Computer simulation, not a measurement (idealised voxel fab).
Process module in this document: voxel gate over fins
Xsec cut, 155 nm wide, square cell size 5 nm.
When this document writes out a cross-section, it uses a grid of square cells and lists it as bands, beginning at the top and moving down, with a band standing for one or more rows of cells.
Band: top and bottom heights (nm) first, top before bottom; then materials from left to right, widths in nm. "all across" marks a sole material filling the band edge to edge. "blank" denotes empty space.
Where do heights start? At 0: under that level the wafer as delivered is made of one material only. And the lowest band has no floor; it just carries on downward, as in "0 -> down".
With a width like "30->40", each row of cells in the band differs from the next by the same amount, the top row carrying the first number and the bottom row the second.
When a step is marked "remained the same", none of the cells in the cross-section changed during that step.
If an empty space has no open way to the top and is at least 8 cells in size, "Cavities, closed" lists it, written width x height at distance, where distance is measured from the left edge and every value is in nm.
Read whatever lies past the settings on a step's line as the simulator's own remark about the step.
Regarding "overlay nm": on a step with a mask, it is the distance the mask lay to the right of its planned place; a negative value places it to the left.
## Steps in the process plan
1) RECEIVE,material Si
2) CONFORMAL_DEP,material SiN,thk nm 10
3) DIRECTIONAL_DEP,material aC,thk nm 10
4) PATTERN,tone cover,mask id FINS,material resist,width nm 15,pitch nm 35,thk nm 30,overlay nm 0
5) DIRECTIONAL_ETCH,etch materials aC,depth nm 10
6) STRIP,etch materials resist
7) DIRECTIONAL_ETCH,etch materials SiN,depth nm 10
8) DIRECTIONAL_ETCH,etch materials Si,depth nm 40
9) STRIP,etch materials aC
10) FILL_DEP,material SiO2,thk nm 10
11) CMP,height nm 10
12) SELECTIVE_ETCH,etch materials SiO2,depth nm 20
13) STRIP,etch materials SiN
14) CONFORMAL_DEP,material HfO2,thk nm 5
15) CONFORMAL_DEP,material TiN,thk nm 5
16) CONFORMAL_DEP,material TiAl,thk nm 5
17) CONFORMAL_DEP,material TiN,thk nm 5
18) FILL_DEP,material W,thk nm 15
19) CMP,height nm 30
20) CONFORMAL_DEP,material SiN,thk nm 5
## The cross-section here shows the wafer as received, i.e. in its state after step 1
> 0 -> down = Si all across
> Cavities, closed: none
## The plan above was carried out on the starting structure above with one mistake, and this cross-section shows the wafer at the end of the module
> 35 -> 30 = SiN all across
> 30 -> 20 = W all across
> 20 -> 15 = W 25; TiN 125; W 5
> 15 -> 10 = W 25; TiN 5; TiAl 115; TiN 5; W 5
> 10 -> 5 = TiN 30; TiAl 5; TiN 105; TiAl 5; TiN 10
> 5 -> 0 = TiAl 35; TiN 5; HfO2 25; TiN 10; HfO2 25; TiN 10; HfO2 25; TiN 5; TiAl 15
> 0 -> -5 = TiN 40; HfO2 5; Si 15; HfO2 5; TiN 10; HfO2 5; Si 15; HfO2 5; TiN 10; HfO2 5; Si 15; HfO2 5; TiN 20
> -5 -> -10 = HfO2 45; Si 15; HfO2 20; Si 15; HfO2 20; Si 15; HfO2 25
> -10 -> -40 = SiO2 45; Si 15; SiO2 20; Si 15; SiO2 20; Si 15; SiO2 25
> -40 -> down = Si all across
> Cavities, closed: none
Deviation from plan: step 4 off recipe, ran as PATTERN,tone cover,mask id FINS,material resist,width nm 15,pitch nm 35,thk nm 30,overlay nm 10
